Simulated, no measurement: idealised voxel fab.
Process module heading - voxel self aligned vias
Square cell edge 5 nm, section width 295 nm, ID cut.
How to read a cross-section here: the picture is a grid of square cells, written as bands going from the top down, and any band can span one or more rows of cells.
Basically the band line says how high the top is and how high the bottom is, in nm, and then what's in it from left to right, every material with its width in nm. Empty space shows up as "empty", and if a single material carries "all across" it runs the full band edge to edge.
Counting heights begins at 0, where everything beneath is, in the wafer as received, one material. The lowest band has no bottom; it goes on downwards, as "top 0, no bottom" shows.
With a width like "30->40", each row of cells in the band differs from the next by the same amount, the top row carrying the first number and the bottom row the second.
Given "no change" for a step, no cell of the cross-section differs between before and after that step.
"Catalogued sealed voids" lists enclosed empty spaces (at least 8 cells, no open path upward to the top), each as width x height at distance from the left edge, in nm.
Whatever follows a step's settings on its line is a remark the simulator itself makes about that step.
"overlay nm" on a masked step: distance the mask lay right of its planned place, negative for left.
The process steps that were planned are listed below:
1: RECEIVE [material Si]
2: CONFORMAL_DEP [material SiO2] [thk nm 10]
3: CONFORMAL_DEP [material SiCN] [thk nm 5]
4: DIRECTIONAL_DEP [material lowk] [thk nm 30]
5: DIRECTIONAL_DEP [material aC] [thk nm 10]
6: PATTERN [tone open] [mask id LINES] [material resist] [width nm 20] [pitch nm 55] [thk nm 25] [overlay nm 0]
7: DIRECTIONAL_ETCH [etch materials aC] [depth nm 10]
8: STRIP [etch materials resist]
9: DIRECTIONAL_ETCH [etch materials lowk] [depth nm 30]
10: STRIP [etch materials aC]
11: CONFORMAL_DEP [material TiN] [thk nm 5]
12: FILL_DEP [material Ru] [thk nm 5]
13: CMP [height nm 45]
14: SELECTIVE_ETCH [etch materials W Ru TiN] [depth nm 5]
15: FILL_DEP [material SiN] [thk nm 5]
16: CMP [height nm 45]
17: DIRECTIONAL_DEP [material lowk] [thk nm 15]
18: DIRECTIONAL_DEP [material aC] [thk nm 15]
19: PATTERN [tone open] [mask id VIAS] [material resist] [width nm 30] [thk nm 30] [overlay nm 0]
20: DIRECTIONAL_ETCH [etch materials aC] [depth nm 15]
21: STRIP [etch materials resist]
22: DIRECTIONAL_ETCH [etch materials lowk] [depth nm 15]
23: DIRECTIONAL_ETCH [etch materials SiN] [depth nm 5]
24: STRIP [etch materials aC]
25: CONFORMAL_DEP [material TiN] [thk nm 5]
26: FILL_DEP [material Cu] [thk nm 5]
27: CMP [height nm 60]
28: CONFORMAL_DEP [material SiN] [thk nm 5]
Incoming wafer in cross-section (state: after step 1):
* top 0, no bottom  Si all across
* Catalogued sealed voids: none
Result of the module, cross-sectioned: start per above, plan per above, one error in how it was run:
* top 65, bottom 60  SiN all across
* top 60, bottom 50  Cu 100 nm  TiN 5 nm  lowk 30 nm  TiN 5 nm  Cu 155 nm
* top 50, bottom 45  TiN 105 nm  lowk 30 nm  TiN 35 nm  Cu 10 nm  TiN 115 nm
* top 45, bottom 40  lowk 110 nm  SiN 20 nm  lowk 35 nm  TiN 20 nm  lowk 110 nm
* top 40, bottom 20  lowk 110 nm  TiN 5 nm  Ru 10 nm  TiN 5 nm  lowk 35 nm  TiN 5 nm  Ru 10 nm  TiN 5 nm  lowk 110 nm
* top 20, bottom 15  lowk 110 nm  TiN 20 nm  lowk 35 nm  TiN 20 nm  lowk 110 nm
* top 15, bottom 10  SiCN all across
* top 10, bottom 0  SiO2 all across
* top 0, no bottom  Si all across
* Catalogued sealed voids: none
What was done differently from what was planned? heads up, step 19 didn't go per plan, it actually ran as PATTERN [tone cover] [mask id VIAS] [material resist] [width nm 30] [thk nm 30] [overlay nm 0]
